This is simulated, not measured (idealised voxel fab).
Process module in this document: voxel self aligned vias
The width of the displayed cross-section, cut, is 280 nm; its cells are square, with a size of 5 nm.
A cross-section is a grid of square cells, given in bands from the top down. A band is one or more rows of cells.
What a band's entry tells you: where the top is and where the bottom is, as heights in nm, and after that what lies inside, material by material from left to right, each with its width in nm. Empty space is written as the word "empty", and a single material marked with the word "full width" occupies the band from edge to edge.
Beneath 0, the wafer as received is one material, and that level is where height counting begins. The lowest band goes on downward without a bottom; it is written like "top 0, no bottom".
The notation "30->40" denotes a width that varies across the rows of cells in the band, beginning at the first number in the top row, finishing at the second number in the bottom row, and changing by an identical amount from each row to the next.
Key: "remains unaltered" - step with no changed cell in the cross-section.
"Closed void roster" means: voids of 8 cells or more that are shut off from the top with no open way through. Written width x height at distance, distance from the left edge, in nm.
Step line, after settings: the simulator's comment on this step.
overlay nm: how far to the right of its planned place the mask lay on this masked step (negative: to the left).

# Here's what the planned process steps look like
1,RECEIVE,material Si
2,CONFORMAL_DEP,material SiO2,thk nm 10
3,CONFORMAL_DEP,material SiCN,thk nm 5
4,DIRECTIONAL_DEP,material lowk,thk nm 30
5,DIRECTIONAL_DEP,material aC,thk nm 15
6,PATTERN,tone open,mask id LINES,material resist,width nm 30,pitch nm 65,thk nm 35,overlay nm 0
7,DIRECTIONAL_ETCH,etch materials aC,depth nm 15
8,STRIP,etch materials resist
9,DIRECTIONAL_ETCH,etch materials lowk,depth nm 30
10,STRIP,etch materials aC
11,CONFORMAL_DEP,material TiN,thk nm 5
12,FILL_DEP,material W,thk nm 10
13,CMP,height nm 45
14,SELECTIVE_ETCH,etch materials W Ru TiN,depth nm 10
15,FILL_DEP,material SiN,thk nm 5
16,CMP,height nm 45
17,DIRECTIONAL_DEP,material lowk,thk nm 20
18,MASKED_ETCH,tone open,mask id VIAS,width nm 50,pitch nm 65,etch materials lowk,depth nm 20,overlay nm 0
19,MASKED_ETCH,tone open,mask id VIAS,width nm 50,pitch nm 65,etch materials SiN,depth nm 10,overlay nm 0
20,CONFORMAL_DEP,material TiN,thk nm 5
21,FILL_DEP,material Ru,thk nm 10
22,CMP,height nm 65
23,CONFORMAL_DEP,material SiN,thk nm 5

# Shown in cross-section is the wafer as received, that is, as it stands after step 1
  top 0, no bottom = Si full width
  Closed void roster: none

# a wafer at the end: this start, this plan, one mistake
  top 85, bottom 80 = SiN full width
  top 80, bottom 70 = Ru full width
  top 70, bottom 65 = 55 nm TiN, then 40 nm Ru, then 25 nm TiN, then 40 nm Ru, then 25 nm TiN, then 40 nm Ru, then 55 nm TiN
  top 65, bottom 50 = 50 nm lowk, then 5 nm TiN, then 40 nm Ru, then 5 nm TiN, then 15 nm lowk, then 5 nm TiN, then 40 nm Ru, then 5 nm TiN, then 15 nm lowk, then 5 nm TiN, then 40 nm Ru, then 5 nm TiN, then 50 nm lowk
  top 50, bottom 40 = 50->60 nm lowk, then 15->5 nm TiN, then 20 nm Ru, then 15->5 nm TiN, then 15->35 nm lowk, then 15->5 nm TiN, then 20 nm Ru, then 15->5 nm TiN, then 15->35 nm lowk, then 15->5 nm TiN, then 20 nm Ru, then 15->5 nm TiN, then 50->60 nm lowk
  top 40, bottom 35 = 60 nm lowk, then 30 nm TiN, then 35 nm lowk, then 30 nm TiN, then 35 nm lowk, then 30 nm TiN, then 60 nm lowk
  top 35, bottom 20 = 60 nm lowk, then 5 nm TiN, then 20 nm W, then 5 nm TiN, then 35 nm lowk, then 5 nm TiN, then 20 nm W, then 5 nm TiN, then 35 nm lowk, then 5 nm TiN, then 20 nm W, then 5 nm TiN, then 60 nm lowk
  top 20, bottom 15 = 60 nm lowk, then 30 nm TiN, then 35 nm lowk, then 30 nm TiN, then 35 nm lowk, then 30 nm TiN, then 60 nm lowk
  top 15, bottom 10 = SiCN full width
  top 10, bottom 0 = SiO2 full width
  top 0, no bottom = Si full width
  Closed void roster: none
It is concluded that the wafer was processed incorrectly with respect to the plan, in that skipped: plan step 22 (never run)
